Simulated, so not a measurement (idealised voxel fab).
Module name: voxel wiring stack (process module)
This is section cut - it's 295 nm across, gridded in 5 nm square cells.
Think of the cross-section as a grid of square cells. We describe it in bands, top to bottom, and each band covers one or more rows of those cells.
The band entry comprises the height of the band's top followed by the height of its bottom, expressed in nm, and subsequently the band's materials from left to right, each stated together with its width in nm. Where a single material is marked with the word "edge to edge", that material fills the band from edge to edge. The word "air" represents empty space.
Below 0: as-received wafer, all one material; heights counted from there. Lowest band: no bottom, goes on down, written "top 0, no bottom".
You'd read "30 to 40" like this: the band's top row of cells is as wide as the first number, its bottom row is as wide as the second, and going down, every row changes width by the same amount as the row before did.
Where a step carries "nothing altered", the cross-section came out of it unchanged, cell for cell.
Entry "Enclosed void inventory" = empty spaces >= 8 cells with no open way to the top; each as width x height at distance, distance from left edge, all nm.
Formally, on a step line, whatever follows the settings is a remark that the simulator itself makes on the step.
overlay nm: mask right of planned place by this much (step with mask). Neg. = left.
This section lists the process steps that were planned
- 1: RECEIVE | material Si
- 2: CONFORMAL_DEP | material SiO2 | thk nm 10
- 3: CONFORMAL_DEP | material SiCN | thk nm 5
- 4: DIRECTIONAL_DEP | material lowk | thk nm 25
- 5: PATTERN | tone open | mask id METAL_1 | material resist | width nm 25 | pitch nm 45 | thk nm 15 | overlay nm 0
- 6: DIRECTIONAL_ETCH | etch materials lowk | depth nm 25
- 7: DIRECTIONAL_ETCH | etch materials SiCN | depth nm 5
- 8: STRIP | etch materials resist
- 9: CONFORMAL_DEP | material TiN | thk nm 5
- 10: FILL_DEP | material Cu | thk nm 5
- 11: CMP | height nm 40
- 12: CONFORMAL_DEP | material SiCN | thk nm 5
- 13: DIRECTIONAL_DEP | material lowk | thk nm 15
- 14: DIRECTIONAL_DEP | material aC | thk nm 15
- 15: PATTERN | tone open | mask id PLUG_1 | material resist | width nm 15 | thk nm 35 | overlay nm 0
- 16: DIRECTIONAL_ETCH | etch materials aC | depth nm 15
- 17: STRIP | etch materials resist
- 18: DIRECTIONAL_ETCH | etch materials lowk | depth nm 15
- 19: DIRECTIONAL_ETCH | etch materials SiCN | depth nm 5
- 20: STRIP | etch materials aC
- 21: EPI | material Ru | thk nm 10
- 22: EPI | material Ru | thk nm 10
- 23: CONFORMAL_DEP | material SiCN | thk nm 5
- 24: DIRECTIONAL_DEP | material lowk | thk nm 15
- 25: PATTERN | tone open | mask id METAL_2 | material resist | width nm 25 | pitch nm 45 | thk nm 20 | overlay nm 0
- 26: DIRECTIONAL_ETCH | etch materials lowk | depth nm 15
- 27: DIRECTIONAL_ETCH | etch materials SiCN | depth nm 5
- 28: STRIP | etch materials resist
- 29: CONFORMAL_DEP | material TiN | thk nm 5
- 30: FILL_DEP | material Ru | thk nm 5
- 31: CMP | height nm 80
- 32: CONFORMAL_DEP | material SiCN | thk nm 5
- 33: DIRECTIONAL_DEP | material SiO2 | thk nm 20
- 34: PATTERN | tone open | mask id PLUG_2 | material resist | width nm 15 | thk nm 20 | overlay nm 0
- 35: DIRECTIONAL_ETCH | etch materials SiO2 | depth nm 20
- 36: DIRECTIONAL_ETCH | etch materials SiCN | depth nm 5
- 37: STRIP | etch materials resist
- 38: CONFORMAL_DEP | material TiN | thk nm 5
- 39: FILL_DEP | material Cu | thk nm 5
- 40: CMP | height nm 105
- 41: DIRECTIONAL_DEP | material TiN | thk nm 5
- 42: DIRECTIONAL_DEP | material Ru | thk nm 15
- 43: DIRECTIONAL_DEP | material aC | thk nm 10
- 44: PATTERN | tone cover | mask id METAL_3 | material resist | width nm 25 | pitch nm 45 | thk nm 25 | overlay nm 0
- 45: DIRECTIONAL_ETCH | etch materials aC | depth nm 10
- 46: STRIP | etch materials resist
- 47: DIRECTIONAL_ETCH | etch materials Ru | depth nm 25
- 48: DIRECTIONAL_ETCH | etch materials TiN | depth nm 5
- 49: STRIP | etch materials aC
- 50: CONFORMAL_DEP | material SiN | thk nm 5
- 51: FILL_DEP | material SiO2 | thk nm 5
- 52: CMP | height nm 135
- 53: CONFORMAL_DEP | material SiN | thk nm 5
What sets these wafers apart? The thk nm at step 42. They all start alike, and the plan carries the first wafer's value.
Received wafers, first of several: cross-section after step 1
    top 0, no bottom = Si edge to edge
    Enclosed void inventory: none
Heads up, this table goes wafer by wafer. A row tells you, at the end of the module, how many cells of each material that wafer has put on (+) or dropped (-) since it was received, and then its closed voids
thk nm 15; +34 Cu; +60 Ru; +210 SiCN; +134 SiN; +581 SiO2; +73 TiN; +560 lowk; Enclosed void inventory: none
thk nm 20; +34 Cu; +70 Ru; +210 SiCN; +138 SiN; +567 SiO2; +73 TiN; +560 lowk; Enclosed void inventory: none
thk nm 25; +34 Cu; +80 Ru; +210 SiCN; +128 SiN; +567 SiO2; +73 TiN; +560 lowk; Enclosed void inventory: none
thk nm 30; +34 Cu; +129 Ru; +210 SiCN; +120 SiN; +477 SiO2; +122 TiN; +560 lowk; Enclosed void inventory: none
thk nm 35; +34 Cu; +178 Ru; +210 SiCN; +116 SiN; +432 SiO2; +122 TiN; +560 lowk; Enclosed void inventory: none
thk nm 40; +34 Cu; +227 Ru; +210 SiCN; +112 SiN; +387 SiO2; +122 TiN; +560 lowk; Enclosed void inventory: none
